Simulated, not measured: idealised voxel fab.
Name of the process module below: voxel trench capacitor
Xsec cut, 145 nm wide, square cell size 5 nm.
Think of the cross-section as a grid of square cells. We describe it in bands, top to bottom, and each band covers one or more rows of those cells. The band entry comprises the height of the band's top followed by the height of its bottom, expressed in nm, and subsequently the band's materials from left to right, each stated together with its width in nm. Where a single material is marked with the word "full width", that material fills the band from edge to edge. The word "empty" represents empty space. Heights are expressed relative to 0, this being the level below which the as-received wafer comprises one material exclusively. The lowest band is unbounded in the downward direction and is denoted as in "0 down". The width entry "30->40" should be interpreted row by row: the top row of cells in the band takes the first number, the bottom row takes the second number, and the change between adjacent rows is uniform throughout. Step note "same as before" = no cross-section cell changed. Closed empty spaces (no open way to the top) of 8 cells or more are what "Enclosed void list" lists, each as width x height at distance from the left edge, nm for all three. Text after the settings on a step's line: the simulator's own remark on that step. For masked steps, "overlay nm" on the step line gives how far right of plan the mask actually lay; a minus sign means it lay to the left.
**The process steps that were planned are listed below**
1: RECEIVE with material Si
2: CONFORMAL_DEP with material SiN, thk nm 5
3: DIRECTIONAL_DEP with material aC, thk nm 15
4: PATTERN with tone open, mask id TRENCH, material resist, width nm 15, pitch nm 45, thk nm 35, overlay nm 0
5: DIRECTIONAL_ETCH with etch materials aC, depth nm 15
6: STRIP with etch materials resist
7: DIRECTIONAL_ETCH with etch materials SiN, depth nm 5
8: DIRECTIONAL_ETCH with etch materials Si, depth nm 40
9: STRIP with etch materials aC
10: CONFORMAL_DEP with material Al2O3, thk nm 5
11: FILL_DEP with material polySi, thk nm 10
12: CMP with height nm 5
Among the wafers covered here, the point of difference is the width nm at step 4; their starting state is shared, and the plan presents the value of the first wafer.
**Cross-section of the first incoming wafer of several, state after step 1**
	0 down = Si full width
	Enclosed void list: none
**The following table contains a row per wafer, in which are reported, at the conclusion of the module, the cells of each material gained (+) or lost (-) since the wafer's receipt, with its closed voids given thereafter**
width nm 15; +38 Al2O3; -48 Si; +23 SiN; +16 polySi; Enclosed void list: none
width nm 20; +40 Al2O3; -64 Si; +21 SiN; +32 polySi; Enclosed void list: none
width nm 25; +42 Al2O3; -80 Si; +19 SiN; +48 polySi; Enclosed void list: none
width nm 30; +44 Al2O3; -96 Si; +17 SiN; +64 polySi; Enclosed void list: none
